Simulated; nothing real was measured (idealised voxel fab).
Process module in this document: voxel transistor to metal
Shown is cross-section cut, with a width of 210 nm and square cells of size 5 nm.
Cross-section, as written here: a square-cell grid given band by band from the top down, where a band holds one or more rows of cells.
Quick guide to a band line: top height, bottom height (nm) up front; then every material left to right with its width in nm. Only one material and it's marked "everywhere"? Then it fills the band edge to edge. And "blank" just means empty space.
Heights from 0 (as-received wafer is one material below). Bottom band endless downward, as "from 0 down".
A width such as "30 to 40" changes by the same amount from each row of cells to the next, from the band's top row to its bottom row.
The designation "everything unchanged", where it is given for a processing step, indicates that no cell of the cross-section was altered in the course of that step.
The list in "Enclosed void list" covers empty spaces of 8 cells or more that cannot reach the top through any open way, and it gives each as width x height at distance; the distance is from the left edge, and width, height and distance are in nm.
On a step's line, text after the settings is the simulator commenting on that step.
If you see "overlay nm" on a step's line and that step has a mask, it's telling you how far right of where it was planned the mask ended up; a negative number means it went left instead.

## Planned step list for the process
1) RECEIVE (material Si)
2) CONFORMAL_DEP (material SiO2; thk nm 5)
3) CONFORMAL_DEP (material SiN; thk nm 15)
4) DIRECTIONAL_DEP (material aC; thk nm 10)
5) PATTERN (tone cover; mask id ACTIVE; material resist; width nm 85; thk nm 30; overlay nm 0)
6) DIRECTIONAL_ETCH (etch materials aC; depth nm 10)
7) STRIP (etch materials resist)
8) DIRECTIONAL_ETCH (etch materials SiN; depth nm 15)
9) DIRECTIONAL_ETCH (etch materials SiO2; depth nm 5)
10) DIRECTIONAL_ETCH (etch materials Si; depth nm 25)
11) STRIP (etch materials aC)
12) OXIDIZE (depth nm 5)
13) FILL_DEP (material SiO2; thk nm 15)
14) CMP (height nm 20)
15) SELECTIVE_ETCH (etch materials SiO2; depth nm 5)
16) STRIP (etch materials SiN)
17) SELECTIVE_ETCH (etch materials SiO2; depth nm 5)
18) OXIDIZE (depth nm 5)
19) DIRECTIONAL_DEP (material polySi; thk nm 20)
20) DIRECTIONAL_DEP (material SiCN; thk nm 15)
21) MASKED_ETCH (tone cover; mask id GATE; width nm 15; etch materials SiCN; depth nm 25; overlay nm 0)
22) MASKED_ETCH (tone cover; mask id GATE; width nm 15; etch materials polySi; depth nm 30; overlay nm 0)
23) CONFORMAL_DEP (material SiO2; thk nm 5)
24) DIRECTIONAL_ETCH (etch materials SiO2; depth nm 5)
25) CONFORMAL_DEP (material SiN; thk nm 5)
26) DIRECTIONAL_ETCH (etch materials SiN; depth nm 5)
27) DIRECTIONAL_ETCH (etch materials SiO2; depth nm 5)
28) DIRECTIONAL_ETCH (etch materials Si; depth nm 5)
29) EPI (material pSi; thk nm 10)
30) FILL_DEP (material SiO2; thk nm 5)
31) CMP (height nm 35)
32) DIRECTIONAL_DEP (material SiO2; thk nm 15)
33) PATTERN (tone open; mask id CONTACT; material resist; width nm 25; pitch nm 50; thk nm 15; overlay nm 0)
34) DIRECTIONAL_ETCH (etch materials SiO2; depth nm 50)
35) STRIP (etch materials resist)
36) CONFORMAL_DEP (material TiN; thk nm 5)
37) FILL_DEP (material Ru; thk nm 10)
38) CMP (height nm 50)
39) CONFORMAL_DEP (material SiCN; thk nm 5)
40) DIRECTIONAL_DEP (material lowk; thk nm 15)
41) DIRECTIONAL_DEP (material aC; thk nm 15)
42) PATTERN (tone open; mask id METAL_1; material resist; width nm 15; pitch nm 60; thk nm 30; overlay nm 0)
43) DIRECTIONAL_ETCH (etch materials aC; depth nm 15)
44) STRIP (etch materials resist)
45) DIRECTIONAL_ETCH (etch materials lowk; depth nm 15)
46) DIRECTIONAL_ETCH (etch materials SiCN; depth nm 5)
47) STRIP (etch materials aC)
48) CONFORMAL_DEP (material TiN; thk nm 5)
49) FILL_DEP (material Ru; thk nm 10)
50) CMP (height nm 70)
51) CONFORMAL_DEP (material SiCN; thk nm 5)
52) DIRECTIONAL_DEP (material SiO2; thk nm 35)
53) DIRECTIONAL_DEP (material aC; thk nm 15)
54) PATTERN (tone open; mask id METAL_2; material resist; width nm 15; pitch nm 60; thk nm 35; overlay nm 0)
55) DIRECTIONAL_ETCH (etch materials aC; depth nm 15)
56) STRIP (etch materials resist)
57) DIRECTIONAL_ETCH (etch materials SiO2; depth nm 20)
58) STRIP (etch materials aC)
59) MASKED_ETCH (tone open; mask id METAL_2_HOLES; width nm 15; pitch nm 60; etch materials SiO2; depth nm 15; overlay nm 0)
60) MASKED_ETCH (tone open; mask id METAL_2_HOLES; width nm 15; pitch nm 60; etch materials SiCN; depth nm 5; overlay nm 0)
61) CONFORMAL_DEP (material TiN; thk nm 5)
62) FILL_DEP (material Cu; thk nm 5)
63) CMP (height nm 110)
64) CONFORMAL_DEP (material SiN; thk nm 5)

## The cross-section here shows the wafer as received, i.e. in its state after step 1
> from 0 down  Si everywhere
> Enclosed void list: none

## Cross-section, first of two wafers, end of module, run as planned
> from 115 to 110  SiN everywhere
> from 110 to 75  SiO2: 65, TiN: 5, Cu: 5, TiN: 5, SiO2: 45, TiN: 5, Cu: 5, TiN: 5, SiO2: 70
> from 75 to 70  SiCN: 65, TiN: 15, SiCN: 45, TiN: 15, SiCN: 70
> from 70 to 55  lowk: 65, TiN: 5, Ru: 5, TiN: 5, lowk: 45, TiN: 5, Ru: 5, TiN: 5, lowk: 70
> from 55 to 50  SiCN: 65, TiN: 15, SiCN: 45, TiN: 15, SiCN: 70
> from 50 to 40  SiO2: 65, TiN: 5, Ru: 15, TiN: 5, SiO2: 25, TiN: 5, Ru: 15, TiN: 5, SiO2: 70
> from 40 to 35  SiO2: 65, TiN: 5, Ru: 10, TiN: 10, SiO2: 25, TiN: 10, Ru: 10, TiN: 5, SiO2: 70
> from 35 to 20  SiO2: 65, TiN: 5, Ru: 10, TiN: 5, SiN: 5, SiO2: 5, SiCN: 15, SiO2: 5, SiN: 5, TiN: 5, Ru: 10, TiN: 5, SiO2: 70
> from 20 to 10  SiO2: 65, TiN: 5, Ru: 10, TiN: 5, SiN: 5, SiO2: 5, polySi: 15, SiO2: 5, SiN: 5, TiN: 5, Ru: 10, TiN: 5, SiO2: 70
> from 10 to 5  SiO2: 60, SiN: 5, TiN: 20, SiN: 5, SiO2: 5, polySi: 15, SiO2: 5, SiN: 5, TiN: 20, SiN: 5, SiO2: 65
> from 5 to 0  SiO2: 60, SiN: 5, TiN: 10, pSi: 10, SiN: 5, SiO2: 5, polySi: 15, SiO2: 5, SiN: 5, pSi: 10, TiN: 10, SiN: 5, SiO2: 65
> from 0 to -5  SiO2: 65, pSi: 20, SiO2: 35, pSi: 20, SiO2: 70
> from -5 to -10  SiO2: 65, pSi: 20, Si: 35, pSi: 20, SiO2: 70
> from -10 to -30  SiO2: 65, Si: 75, SiO2: 70
> from -30 down  Si everywhere
> Enclosed void list: none

## second wafer at the end: like start, like plan, one mistake
> from 115 to 110  SiN everywhere
> from 110 to 75  SiO2: 65, TiN: 5, Cu: 5, TiN: 5, SiO2: 45, TiN: 5, Cu: 5, TiN: 5, SiO2: 70
> from 75 to 70  SiCN: 65, TiN: 15, SiCN: 45, TiN: 15, SiCN: 70
> from 70 to 55  lowk: 65, TiN: 5, Ru: 5, TiN: 5, lowk: 45, TiN: 5, Ru: 5, TiN: 5, lowk: 70
> from 55 to 50  SiCN: 65, TiN: 15, SiCN: 45, TiN: 15, SiCN: 70
> from 50 to 40  SiO2: 65, TiN: 5, Ru: 15, TiN: 5, SiO2: 25, TiN: 5, Ru: 15, TiN: 5, SiO2: 70
> from 40 to 35  SiO2: 65, TiN: 5, Ru: 10, TiN: 10, SiO2: 25, TiN: 10, Ru: 10, TiN: 5, SiO2: 70
> from 35 to 20  SiO2: 65, TiN: 5, Ru: 10, TiN: 5, SiN: 5, SiO2: 5, SiCN: 15, SiO2: 5, SiN: 5, TiN: 5, Ru: 10, TiN: 5, SiO2: 70
> from 20 to 15  SiO2: 65, TiN: 20, SiN: 5, SiO2: 5, polySi: 15, SiO2: 5, SiN: 5, TiN: 20, SiO2: 70
> from 15 to 10  SiO2: 85, SiN: 5, SiO2: 5, polySi: 15, SiO2: 5, SiN: 5, SiO2: 90
> from 10 to 5  SiO2: 60, SiN: 5, SiO2: 20, SiN: 5, SiO2: 5, polySi: 15, SiO2: 5, SiN: 5, SiO2: 20, SiN: 5, SiO2: 65
> from 5 to 0  SiO2: 60, SiN: 5, SiO2: 10, pSi: 10, SiN: 5, SiO2: 5, polySi: 15, SiO2: 5, SiN: 5, pSi: 10, SiO2: 10, SiN: 5, SiO2: 65
> from 0 to -5  SiO2: 65, pSi: 20, SiO2: 35, pSi: 20, SiO2: 70
> from -5 to -10  SiO2: 65, pSi: 20, Si: 35, pSi: 20, SiO2: 70
> from -10 to -30  SiO2: 65, Si: 75, SiO2: 70
> from -30 down  Si everywhere
> Enclosed void list: none
Deviation from plan: execution of plan step 32 occurred twice
End check, counted in cells, second wafer has more or fewer of these materials than the first: Ru: 8 fewer, SiO2: 20 more, TiN: 12 fewer
